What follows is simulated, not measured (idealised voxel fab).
Title: Process Module voxel self aligned contacts
cross-section cut | 270 nm wide | cells 5 nm
If you're reading a cross-section in this doc, picture square cells in a grid; it comes to you as bands, top ones listed first down to the bottom, and a band can be one or more rows of cells.
Band entry format. Leading values: height of top, height of bottom, nm. Remainder: materials in left-to-right order, each with its width in nm. Special words: "full width" on a single material, which then fills the band edge to edge; "air", empty space.
Zero point of the height axis is 0; under it, received wafer = one material. Lowest band: continues down indefinitely, "0 -> down".
Per-row width for "30->40": begins at first number (top row of band), ends at second number (bottom row), increment between rows held constant.
"nothing got changed" for a step: no cell of the cross-section changed in that step.
The entry "Entrapped void list" lists the empty spaces that cover at least 8 cells and have no open path to the top. Each is written as width x height at distance, where the distance is measured from the left edge and all three values are in nm.
On each step's line, the part that comes after the settings is the simulator's own comment on the step.
overlay nm: right-of-plan distance of the mask on a masked step; negative values mean left-of-plan.

## The following list gives the planned process steps
1,RECEIVE (material Si)
2,OXIDIZE (depth nm 5)
3,DIRECTIONAL_DEP (material polySi; thk nm 20)
4,DIRECTIONAL_DEP (material SiN; thk nm 25)
5,PATTERN (tone cover; mask id GATE; material resist; width nm 35; pitch nm 75; thk nm 15; overlay nm -15)
6,DIRECTIONAL_ETCH (etch materials SiN; depth nm 25)
7,DIRECTIONAL_ETCH (etch materials polySi; depth nm 20)
8,STRIP (etch materials resist)
9,CONFORMAL_DEP (material SiN; thk nm 10)
10,DIRECTIONAL_ETCH (etch materials SiN; depth nm 10)
11,FILL_DEP (material SiO2; thk nm 20)
12,CMP (height nm 55)
13,MASKED_ETCH (tone open; mask id CONTACT; width nm 50; etch materials SiO2; depth nm 60; overlay nm 0)
14,CONFORMAL_DEP (material TiN; thk nm 5)
15,FILL_DEP (material Ru; thk nm 5)
16,CMP (height nm 55)
17,CONFORMAL_DEP (material SiCN; thk nm 5)
The value of overlay nm given for step 5 in the plan refers to the first wafer; the wafers vary in this setting and are alike at the start.

## First of several wafers (as received, post step 1), cross-sectional view
> 0 -> down  Si full width
> Entrapped void list: none

## Cross-section, first of several wafers, end of module, after last step 17
> 60 -> 55  SiCN full width
> 55 -> 45  110 of SiO2 / 5 of TiN / 40->10 of Ru / 5->35 of TiN / 110 of SiO2
> 45 -> 20  55 of SiO2 / 55 of SiN / 5 of TiN / 10 of Ru / 5 of TiN / 55 of SiN / 85 of SiO2
> 20 -> 0  55 of SiO2 / 10 of SiN / 35 of polySi / 10 of SiN / 5 of TiN / 10 of Ru / 5 of TiN / 10 of SiN / 35 of polySi / 10 of SiN / 85 of SiO2
> 0 -> -5  110 of SiO2 / 20 of TiN / 140 of SiO2
> -5 -> down  Si full width
> Entrapped void list: none

## Last-wafer cross-section at the end of the module
> 60 -> 55  SiCN full width
> 55 -> 45  110 of SiO2 / 5->35 of TiN / 40->10 of Ru / 5 of TiN / 110 of SiO2
> 45 -> 20  85 of SiO2 / 55 of SiN / 5 of TiN / 10 of Ru / 5 of TiN / 55 of SiN / 55 of SiO2
> 20 -> 0  85 of SiO2 / 10 of SiN / 35 of polySi / 10 of SiN / 5 of TiN / 10 of Ru / 5 of TiN / 10 of SiN / 35 of polySi / 10 of SiN / 55 of SiO2
> 0 -> -5  140 of SiO2 / 20 of TiN / 110 of SiO2
> -5 -> down  Si full width
> Entrapped void list: none

## Take any row and you have a wafer at the end of the module: how many cells of each material it has gained (+) or lost (-) since it was received, and then its closed voids
overlay nm -15; +28 Ru; -54 Si; +54 SiCN; +142 SiN; +390 SiO2; +32 TiN; +56 polySi; Entrapped void list: none
overlay nm -10; +28 Ru; -54 Si; +54 SiCN; +142 SiN; +390 SiO2; +32 TiN; +56 polySi; Entrapped void list: none
overlay nm -5; +28 Ru; -54 Si; +54 SiCN; +142 SiN; +390 SiO2; +32 TiN; +56 polySi; Entrapped void list: none
overlay nm 0; +28 Ru; -54 Si; +54 SiCN; +142 SiN; +390 SiO2; +32 TiN; +56 polySi; Entrapped void list: none
overlay nm 5; +28 Ru; -54 Si; +54 SiCN; +142 SiN; +390 SiO2; +32 TiN; +56 polySi; Entrapped void list: none
overlay nm 10; +28 Ru; -54 Si; +54 SiCN; +142 SiN; +390 SiO2; +32 TiN; +56 polySi; Entrapped void list: none
overlay nm 15; +28 Ru; -54 Si; +54 SiCN; +142 SiN; +390 SiO2; +32 TiN; +56 polySi; Entrapped void list: none
